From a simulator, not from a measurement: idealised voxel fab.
process module | voxel wiring stack
cross-section cut | 270 nm wide | cells 5 nm
A cross-section is a grid of square cells, given in bands from the top down. A band is one or more rows of cells.
Each band's line starts with the height of the band's top and of its bottom, in nm. Then come its materials from left to right, each with its width in nm. One material with "throughout" fills the band from edge to edge. "air" is empty space.
Height 0 is the level under which the wafer as received is all one material. The lowest band goes on downwards, as in "0 down".
A width such as "30 to 40" changes by the same amount from each row of cells to the next, from the band's top row to its bottom row.
"no change" after a step means that no cell of the cross-section changed.
closed voids: empty space of 8 cells or more with no open way to the top, each as width x height at its distance from the left edge, in nm
after a step's settings: what the simulator itself notes on the step
overlay nm, on a step with a mask: how far to the right of its planned place the mask lay; to the left if negative
plan
1 op RECEIVE | material Si
2 op CONFORMAL_DEP | material SiO2 | thk nm 15
3 op CONFORMAL_DEP | material SiN | thk nm 5
4 op DIRECTIONAL_DEP | material lowk | thk nm 15
5 op PATTERN | tone open | mask id METAL_1 | material resist | width nm 30 | pitch nm 60 | thk nm 20 | overlay nm 0
6 op DIRECTIONAL_ETCH | etch materials lowk | depth nm 15
7 op DIRECTIONAL_ETCH | etch materials SiN | depth nm 5
8 op STRIP | etch materials resist
9 op CONFORMAL_DEP | material TiN | thk nm 5
10 op FILL_DEP | material Cu | thk nm 5
11 op CMP | height nm 35
12 op CONFORMAL_DEP | material SiCN | thk nm 5
13 op DIRECTIONAL_DEP | material lowk | thk nm 30
14 op DIRECTIONAL_DEP | material aC | thk nm 10
15 op PATTERN | tone open | mask id METAL_2 | material resist | width nm 30 | pitch nm 60 | thk nm 25 | overlay nm 0
16 op DIRECTIONAL_ETCH | etch materials aC | depth nm 10
17 op STRIP | etch materials resist
18 op DIRECTIONAL_ETCH | etch materials lowk | depth nm 20
19 op STRIP | etch materials aC
20 op MASKED_ETCH | tone open | mask id METAL_2_HOLES | width nm 15 | pitch nm 60 | etch materials lowk | depth nm 10 | overlay nm 0
21 op MASKED_ETCH | tone open | mask id METAL_2_HOLES | width nm 15 | pitch nm 60 | etch materials SiCN | depth nm 5 | overlay nm 0
22 op CONFORMAL_DEP | material TiN | thk nm 5
23 op FILL_DEP | material Cu | thk nm 5
24 op CMP | height nm 70
25 op CONFORMAL_DEP | material SiCN | thk nm 5
26 op DIRECTIONAL_DEP | material lowk | thk nm 30
27 op DIRECTIONAL_DEP | material aC | thk nm 10
28 op PATTERN | tone open | mask id METAL_3_HOLES | material resist | width nm 15 | pitch nm 120 | thk nm 25 | overlay nm 0
29 op DIRECTIONAL_ETCH | etch materials aC | depth nm 10
30 op STRIP | etch materials resist
31 op DIRECTIONAL_ETCH | etch materials lowk | depth nm 30
32 op STRIP | etch materials aC
33 op DIRECTIONAL_DEP | material aC | thk nm 10
34 op PATTERN | tone open | mask id METAL_3 | material resist | width nm 30 | pitch nm 60 | thk nm 25 | overlay nm 0
35 op DIRECTIONAL_ETCH | etch materials aC | depth nm 10
36 op STRIP | etch materials resist
37 op DIRECTIONAL_ETCH | etch materials lowk | depth nm 15
38 op DIRECTIONAL_ETCH | etch materials SiCN | depth nm 5
39 op STRIP | etch materials aC
40 op CONFORMAL_DEP | material TiN | thk nm 5
41 op FILL_DEP | material Cu | thk nm 5
42 op CMP | height nm 105
43 op CONFORMAL_DEP | material SiCN | thk nm 5
first wafer, as planned
as received, after step 1
  0 down: Si throughout
  closed voids: none
after step 2
  15 to 0: SiO2 throughout
  below 0: unchanged
after step 3
  20 to 15: SiN throughout
  below 15: unchanged
after step 4
  35 to 20: lowk throughout
  below 20: unchanged
after step 5
  55 to 35: resist 30 | air 30 | resist 30 | air 30 | resist 30 | air 30 | resist 30 | air 30 | resist 30
  below 35: unchanged
after step 6
  55 to 35: resist 30 | air 30 | resist 30 | air 30 | resist 30 | air 30 | resist 30 | air 30 | resist 30
  35 to 20: lowk 30 | air 30 | lowk 30 | air 30 | lowk 30 | air 30 | lowk 30 | air 30 | lowk 30
  below 20: unchanged
after step 7
  55 to 35: resist 30 | air 30 | resist 30 | air 30 | resist 30 | air 30 | resist 30 | air 30 | resist 30
  35 to 20: lowk 30 | air 30 | lowk 30 | air 30 | lowk 30 | air 30 | lowk 30 | air 30 | lowk 30
  20 to 15: SiN 30 | air 30 | SiN 30 | air 30 | SiN 30 | air 30 | SiN 30 | air 30 | SiN 30
  below 15: unchanged
after step 8
  35 to 20: lowk 30 | air 30 | lowk 30 | air 30 | lowk 30 | air 30 | lowk 30 | air 30 | lowk 30
  below 20: unchanged
after step 9
  40 to 35: TiN 35 | air 20 | TiN 40 | air 20 | TiN 40 | air 20 | TiN 40 | air 20 | TiN 35
  35 to 20: lowk 30 | TiN 5 | air 20 | TiN 5 | lowk 30 | TiN 5 | air 20 | TiN 5 | lowk 30 | TiN 5 | air 20 | TiN 5 | lowk 30 | TiN 5 | air 20 | TiN 5 | lowk 30
  20 to 15: SiN 30 | TiN 30 | SiN 30 | TiN 30 | SiN 30 | TiN 30 | SiN 30 | TiN 30 | SiN 30
  below 15: unchanged
after step 10
  45 to 40: Cu throughout
  40 to 35: TiN 35 | Cu 20 | TiN 40 | Cu 20 | TiN 40 | Cu 20 | TiN 40 | Cu 20 | TiN 35
  35 to 20: lowk 30 | TiN 5 | Cu 20 | TiN 5 | lowk 30 | TiN 5 | Cu 20 | TiN 5 | lowk 30 | TiN 5 | Cu 20 | TiN 5 | lowk 30 | TiN 5 | Cu 20 | TiN 5 | lowk 30
  below 20: unchanged
after step 11
  35 to 20: lowk 30 | TiN 5 | Cu 20 | TiN 5 | lowk 30 | TiN 5 | Cu 20 | TiN 5 | lowk 30 | TiN 5 | Cu 20 | TiN 5 | lowk 30 | TiN 5 | Cu 20 | TiN 5 | lowk 30
  below 20: unchanged
after step 12
  40 to 35: SiCN throughout
  below 35: unchanged
after step 13
  70 to 40: lowk throughout
  below 40: unchanged
after step 14
  80 to 70: aC throughout
  below 70: unchanged
after step 15
  105 to 80: resist 30 | air 30 | resist 30 | air 30 | resist 30 | air 30 | resist 30 | air 30 | resist 30
  below 80: unchanged
after step 16
  95 to 80: resist 30 | air 30 | resist 30 | air 30 | resist 30 | air 30 | resist 30 | air 30 | resist 30
  80 to 70: aC 30 | air 30 | aC 30 | air 30 | aC 30 | air 30 | aC 30 | air 30 | aC 30
  below 70: unchanged
after step 17
  80 to 70: aC 30 | air 30 | aC 30 | air 30 | aC 30 | air 30 | aC 30 | air 30 | aC 30
  below 70: unchanged
after step 18
  80 to 70: aC 30 | air 30 | aC 30 | air 30 | aC 30 | air 30 | aC 30 | air 30 | aC 30
  70 to 50: lowk 30 | air 30 | lowk 30 | air 30 | lowk 30 | air 30 | lowk 30 | air 30 | lowk 30
  below 50: unchanged
after step 19
  70 to 50: lowk 30 | air 30 | lowk 30 | air 30 | lowk 30 | air 30 | lowk 30 | air 30 | lowk 30
  below 50: unchanged
after step 20
  70 to 50: lowk 30 | air 30 | lowk 30 | air 30 | lowk 30 | air 30 | lowk 30 | air 30 | lowk 30
  50 to 40: lowk 30 | air 15 | lowk 45 | air 15 | lowk 45 | air 15 | lowk 45 | air 15 | lowk 45
  below 40: unchanged
after step 21
  70 to 50: lowk 30 | air 30 | lowk 30 | air 30 | lowk 30 | air 30 | lowk 30 | air 30 | lowk 30
  50 to 40: lowk 30 | air 15 | lowk 45 | air 15 | lowk 45 | air 15 | lowk 45 | air 15 | lowk 45
  40 to 35: SiCN 30 | air 15 | SiCN 45 | air 15 | SiCN 45 | air 15 | SiCN 45 | air 15 | SiCN 45
  below 35: unchanged
after step 22
  75 to 70: TiN 35 | air 20 | TiN 40 | air 20 | TiN 40 | air 20 | TiN 40 | air 20 | TiN 35
  70 to 55: lowk 30 | TiN 5 | air 20 | TiN 5 | lowk 30 | TiN 5 | air 20 | TiN 5 | lowk 30 | TiN 5 | air 20 | TiN 5 | lowk 30 | TiN 5 | air 20 | TiN 5 | lowk 30
  55 to 50: lowk 30 | TiN 5 | air 5 | TiN 20 | lowk 30 | TiN 5 | air 5 | TiN 20 | lowk 30 | TiN 5 | air 5 | TiN 20 | lowk 30 | TiN 5 | air 5 | TiN 20 | lowk 30
  50 to 40: lowk 30 | TiN 5 | air 5 | TiN 5 | lowk 45 | TiN 5 | air 5 | TiN 5 | lowk 45 | TiN 5 | air 5 | TiN 5 | lowk 45 | TiN 5 | air 5 | TiN 5 | lowk 45
  40 to 35: SiCN 30 | TiN 15 | SiCN 45 | TiN 15 | SiCN 45 | TiN 15 | SiCN 45 | TiN 15 | SiCN 45
  below 35: unchanged
after step 23
  80 to 75: Cu throughout
  75 to 70: TiN 35 | Cu 20 | TiN 40 | Cu 20 | TiN 40 | Cu 20 | TiN 40 | Cu 20 | TiN 35
  70 to 55: lowk 30 | TiN 5 | Cu 20 | TiN 5 | lowk 30 | TiN 5 | Cu 20 | TiN 5 | lowk 30 | TiN 5 | Cu 20 | TiN 5 | lowk 30 | TiN 5 | Cu 20 | TiN 5 | lowk 30
  55 to 50: lowk 30 | TiN 5 | Cu 5 | TiN 20 | lowk 30 | TiN 5 | Cu 5 | TiN 20 | lowk 30 | TiN 5 | Cu 5 | TiN 20 | lowk 30 | TiN 5 | Cu 5 | TiN 20 | lowk 30
  50 to 40: lowk 30 | TiN 5 | Cu 5 | TiN 5 | lowk 45 | TiN 5 | Cu 5 | TiN 5 | lowk 45 | TiN 5 | Cu 5 | TiN 5 | lowk 45 | TiN 5 | Cu 5 | TiN 5 | lowk 45
  below 40: unchanged
after step 24
  70 to 55: lowk 30 | TiN 5 | Cu 20 | TiN 5 | lowk 30 | TiN 5 | Cu 20 | TiN 5 | lowk 30 | TiN 5 | Cu 20 | TiN 5 | lowk 30 | TiN 5 | Cu 20 | TiN 5 | lowk 30
  below 55: unchanged
after step 25
  75 to 70: SiCN throughout
  below 70: unchanged
after step 26
  105 to 75: lowk throughout
  below 75: unchanged
after step 27
  115 to 105: aC throughout
  below 105: unchanged
after step 28
  140 to 115: resist 30 | air 15 | resist 105 | air 15 | resist 105
  below 115: unchanged
after step 29
  130 to 115: resist 30 | air 15 | resist 105 | air 15 | resist 105
  115 to 105: aC 30 | air 15 | aC 105 | air 15 | aC 105
  below 105: unchanged
after step 30
  115 to 105: aC 30 | air 15 | aC 105 | air 15 | aC 105
  below 105: unchanged
after step 31
  115 to 105: aC 30 | air 15 | aC 105 | air 15 | aC 105
  105 to 75: lowk 30 | air 15 | lowk 105 | air 15 | lowk 105
  below 75: unchanged
after step 32
  105 to 75: lowk 30 | air 15 | lowk 105 | air 15 | lowk 105
  below 75: unchanged
after step 33
  115 to 105: aC 30 | air 15 | aC 105 | air 15 | aC 105
  105 to 85: lowk 30 | air 15 | lowk 105 | air 15 | lowk 105
  85 to 75: lowk 30 | aC 15 | lowk 105 | aC 15 | lowk 105
  below 75: unchanged
after step 34
  140 to 115: resist 30 | air 30 | resist 30 | air 30 | resist 30 | air 30 | resist 30 | air 30 | resist 30
  below 115: unchanged
after step 35
  130 to 115: resist 30 | air 30 | resist 30 | air 30 | resist 30 | air 30 | resist 30 | air 30 | resist 30
  115 to 105: aC 30 | air 30 | aC 30 | air 30 | aC 30 | air 30 | aC 30 | air 30 | aC 30
  105 to 75: lowk 30 | air 15 | lowk 105 | air 15 | lowk 105
  below 75: unchanged
after step 36
  115 to 105: aC 30 | air 30 | aC 30 | air 30 | aC 30 | air 30 | aC 30 | air 30 | aC 30
  below 105: unchanged
after step 37
  115 to 105: aC 30 | air 30 | aC 30 | air 30 | aC 30 | air 30 | aC 30 | air 30 | aC 30
  105 to 90: lowk 30 | air 30 | lowk 30 | air 30 | lowk 30 | air 30 | lowk 30 | air 30 | lowk 30
  below 90: unchanged
after step 38
  115 to 105: aC 30 | air 30 | aC 30 | air 30 | aC 30 | air 30 | aC 30 | air 30 | aC 30
  105 to 90: lowk 30 | air 30 | lowk 30 | air 30 | lowk 30 | air 30 | lowk 30 | air 30 | lowk 30
  90 to 75: lowk 30 | air 15 | lowk 105 | air 15 | lowk 105
  75 to 70: SiCN 30 | air 15 | SiCN 105 | air 15 | SiCN 105
  below 70: unchanged
after step 39
  105 to 90: lowk 30 | air 30 | lowk 30 | air 30 | lowk 30 | air 30 | lowk 30 | air 30 | lowk 30
  below 90: unchanged
after step 40
  110 to 105: TiN 35 | air 20 | TiN 40 | air 20 | TiN 40 | air 20 | TiN 40 | air 20 | TiN 35
  105 to 95: lowk 30 | TiN 5 | air 20 | TiN 5 | lowk 30 | TiN 5 | air 20 | TiN 5 | lowk 30 | TiN 5 | air 20 | TiN 5 | lowk 30 | TiN 5 | air 20 | TiN 5 | lowk 30
  95 to 90: lowk 30 | TiN 5 | air 5 | TiN 20 | lowk 30 | TiN 30 | lowk 30 | TiN 5 | air 5 | TiN 20 | lowk 30 | TiN 30 | lowk 30
  90 to 75: lowk 30 | TiN 5 | air 5 | TiN 5 | lowk 105 | TiN 5 | air 5 | TiN 5 | lowk 105
  75 to 70: SiCN 30 | TiN 15 | SiCN 105 | TiN 15 | SiCN 105
  below 70: unchanged
after step 41
  115 to 110: Cu throughout
  110 to 105: TiN 35 | Cu 20 | TiN 40 | Cu 20 | TiN 40 | Cu 20 | TiN 40 | Cu 20 | TiN 35
  105 to 95: lowk 30 | TiN 5 | Cu 20 | TiN 5 | lowk 30 | TiN 5 | Cu 20 | TiN 5 | lowk 30 | TiN 5 | Cu 20 | TiN 5 | lowk 30 | TiN 5 | Cu 20 | TiN 5 | lowk 30
  95 to 90: lowk 30 | TiN 5 | Cu 5 | TiN 20 | lowk 30 | TiN 30 | lowk 30 | TiN 5 | Cu 5 | TiN 20 | lowk 30 | TiN 30 | lowk 30
  90 to 75: lowk 30 | TiN 5 | Cu 5 | TiN 5 | lowk 105 | TiN 5 | Cu 5 | TiN 5 | lowk 105
  below 75: unchanged
after step 42
  105 to 95: lowk 30 | TiN 5 | Cu 20 | TiN 5 | lowk 30 | TiN 5 | Cu 20 | TiN 5 | lowk 30 | TiN 5 | Cu 20 | TiN 5 | lowk 30 | TiN 5 | Cu 20 | TiN 5 | lowk 30
  below 95: unchanged
after step 43
  110 to 105: SiCN throughout
  below 105: unchanged
second wafer: like start, like plan, one mistake. Through step 25 it matches the first wafer
when step 26 should have ended
  95 to 75: lowk throughout
  below 75: unchanged
when step 27 should have ended
  105 to 95: aC throughout
  below 95: unchanged
when step 28 should have ended
  130 to 105: resist 30 | air 15 | resist 105 | air 15 | resist 105
  below 105: unchanged
when step 29 should have ended
  120 to 105: resist 30 | air 15 | resist 105 | air 15 | resist 105
  105 to 95: aC 30 | air 15 | aC 105 | air 15 | aC 105
  below 95: unchanged
when step 30 should have ended
  105 to 95: aC 30 | air 15 | aC 105 | air 15 | aC 105
  below 95: unchanged
when step 31 should have ended
  105 to 95: aC 30 | air 15 | aC 105 | air 15 | aC 105
  95 to 75: lowk 30 | air 15 | lowk 105 | air 15 | lowk 105
  below 75: unchanged
when step 32 should have ended
  95 to 75: lowk 30 | air 15 | lowk 105 | air 15 | lowk 105
  below 75: unchanged
when step 33 should have ended
  105 to 95: aC 30 | air 15 | aC 105 | air 15 | aC 105
  95 to 85: lowk 30 | air 15 | lowk 105 | air 15 | lowk 105
  85 to 75: lowk 30 | aC 15 | lowk 105 | aC 15 | lowk 105
  below 75: unchanged
when step 34 should have ended
  130 to 105: resist 30 | air 30 | resist 30 | air 30 | resist 30 | air 30 | resist 30 | air 30 | resist 30
  below 105: unchanged
when step 35 should have ended
  120 to 105: resist 30 | air 30 | resist 30 | air 30 | resist 30 | air 30 | resist 30 | air 30 | resist 30
  105 to 95: aC 30 | air 30 | aC 30 | air 30 | aC 30 | air 30 | aC 30 | air 30 | aC 30
  95 to 75: lowk 30 | air 15 | lowk 105 | air 15 | lowk 105
  below 75: unchanged
when step 36 should have ended
  105 to 95: aC 30 | air 30 | aC 30 | air 30 | aC 30 | air 30 | aC 30 | air 30 | aC 30
  below 95: unchanged
when step 37 should have ended
  105 to 95: aC 30 | air 30 | aC 30 | air 30 | aC 30 | air 30 | aC 30 | air 30 | aC 30
  95 to 80: lowk 30 | air 30 | lowk 30 | air 30 | lowk 30 | air 30 | lowk 30 | air 30 | lowk 30
  below 80: unchanged
when step 38 should have ended
  105 to 95: aC 30 | air 30 | aC 30 | air 30 | aC 30 | air 30 | aC 30 | air 30 | aC 30
  95 to 80: lowk 30 | air 30 | lowk 30 | air 30 | lowk 30 | air 30 | lowk 30 | air 30 | lowk 30
  80 to 75: lowk 30 | air 15 | lowk 105 | air 15 | lowk 105
  75 to 70: SiCN 30 | air 15 | SiCN 105 | air 15 | SiCN 105
  below 70: unchanged
when step 39 should have ended
  95 to 80: lowk 30 | air 30 | lowk 30 | air 30 | lowk 30 | air 30 | lowk 30 | air 30 | lowk 30
  below 80: unchanged
when step 40 should have ended
  100 to 95: TiN 35 | air 20 | TiN 40 | air 20 | TiN 40 | air 20 | TiN 40 | air 20 | TiN 35
  95 to 85: lowk 30 | TiN 5 | air 20 | TiN 5 | lowk 30 | TiN 5 | air 20 | TiN 5 | lowk 30 | TiN 5 | air 20 | TiN 5 | lowk 30 | TiN 5 | air 20 | TiN 5 | lowk 30
  85 to 80: lowk 30 | TiN 5 | air 5 | TiN 20 | lowk 30 | TiN 30 | lowk 30 | TiN 5 | air 5 | TiN 20 | lowk 30 | TiN 30 | lowk 30
  80 to 75: lowk 30 | TiN 5 | air 5 | TiN 5 | lowk 105 | TiN 5 | air 5 | TiN 5 | lowk 105
  75 to 70: SiCN 30 | TiN 15 | SiCN 105 | TiN 15 | SiCN 105
  below 70: unchanged
when step 41 should have ended
  105 to 100: Cu throughout
  100 to 95: TiN 35 | Cu 20 | TiN 40 | Cu 20 | TiN 40 | Cu 20 | TiN 40 | Cu 20 | TiN 35
  95 to 85: lowk 30 | TiN 5 | Cu 20 | TiN 5 | lowk 30 | TiN 5 | Cu 20 | TiN 5 | lowk 30 | TiN 5 | Cu 20 | TiN 5 | lowk 30 | TiN 5 | Cu 20 | TiN 5 | lowk 30
  85 to 80: lowk 30 | TiN 5 | Cu 5 | TiN 20 | lowk 30 | TiN 30 | lowk 30 | TiN 5 | Cu 5 | TiN 20 | lowk 30 | TiN 30 | lowk 30
  80 to 75: lowk 30 | TiN 5 | Cu 5 | TiN 5 | lowk 105 | TiN 5 | Cu 5 | TiN 5 | lowk 105
  below 75: unchanged
when step 42 should have ended: no change
when step 43 should have ended
  110 to 105: SiCN throughout
  below 105: unchanged
what went wrong: step 26 ran as: op DIRECTIONAL_DEP | material lowk | thk nm 20
at the end the second wafer has, in cells: 66 more of Cu | 30 more of TiN | 96 fewer of lowk
